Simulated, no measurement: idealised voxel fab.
Process module heading - voxel fin reveal
Section cut is 285 nm wide and gridded with 5 nm square cells.
Notation: cross-section as square-cell grid; stated in bands, top first, going down; one or more cell rows per band. A band entry consists of two parts. The first gives the height of the band's top and the height of its bottom, in nm. The rest lists the band's materials from left to right, each with its width in nm. A single material labelled with the word "everywhere" fills the band from edge to edge, and the word "air" marks empty space. Heads up on the height convention: 0 is the point under which the incoming wafer is all one material, and the lowest band has no bottom, it just keeps going down, like "z 0 and below". The notation "30->40" denotes a width that varies across the rows of cells in the band, beginning at the first number in the top row, finishing at the second number in the bottom row, and changing by an identical amount from each row to the next. Where the words "no modification" appear for a step, the cross-section shows no cell changed by that step; every cell remained as before. Each empty space that has no open way to the top and spans at least 8 cells appears under "Closed void listing" as width x height at distance, the distance counted from the left edge, all in nm. Where a step's line continues beyond its settings, the continuation is a remark by the simulator itself on that step. Regarding "overlay nm": on a step with a mask, it is the distance the mask lay to the right of its planned place; a negative value places it to the left.

-- List of planned process steps
- 1: RECEIVE, material Si
- 2: CONFORMAL_DEP, material SiN, thk nm 10
- 3: DIRECTIONAL_DEP, material aC, thk nm 15
- 4: PATTERN, tone cover, mask id FINS, material resist, width nm 15, pitch nm 45, thk nm 35, overlay nm 0
- 5: DIRECTIONAL_ETCH, etch materials aC, depth nm 15
- 6: STRIP, etch materials resist
- 7: DIRECTIONAL_ETCH, etch materials SiN, depth nm 10
- 8: DIRECTIONAL_ETCH, etch materials Si, depth nm 35
- 9: STRIP, etch materials aC
- 10: FILL_DEP, material SiO2, thk nm 10
- 11: CMP, height nm 10
- 12: SELECTIVE_ETCH, etch materials SiO2, depth nm 35
- 13: STRIP, etch materials SiN
- 14: CONFORMAL_DEP, material HfO2, thk nm 5

-- as received, after step 1
  z 0 and below = Si everywhere
  Closed void listing: none

-- a wafer at the end: this start, this plan, one mistake
  z 5 to 0 = 85 of air; 25 of HfO2; 20 of air; 25 of HfO2; 20 of air; 25 of HfO2; 85 of air
  z 0 to -20 = 85 of air; 5 of HfO2; 15 of Si; 5 of HfO2; 20 of air; 5 of HfO2; 15 of Si; 5 of HfO2; 20 of air; 5 of HfO2; 15 of Si; 5 of HfO2; 85 of air
  z -20 to -25 = 90 of HfO2; 15 of Si; 30 of HfO2; 15 of Si; 30 of HfO2; 15 of Si; 90 of HfO2
  z -25 to -30 = 90 of SiO2; 15 of Si; 30 of SiO2; 15 of Si; 30 of SiO2; 15 of Si; 90 of SiO2
  z -30 and below = Si everywhere
  Closed void listing: none
What was the processing mistake? step 8 ran with different settings than intended, the actual operation and settings being DIRECTIONAL_ETCH, etch materials Si, depth nm 30
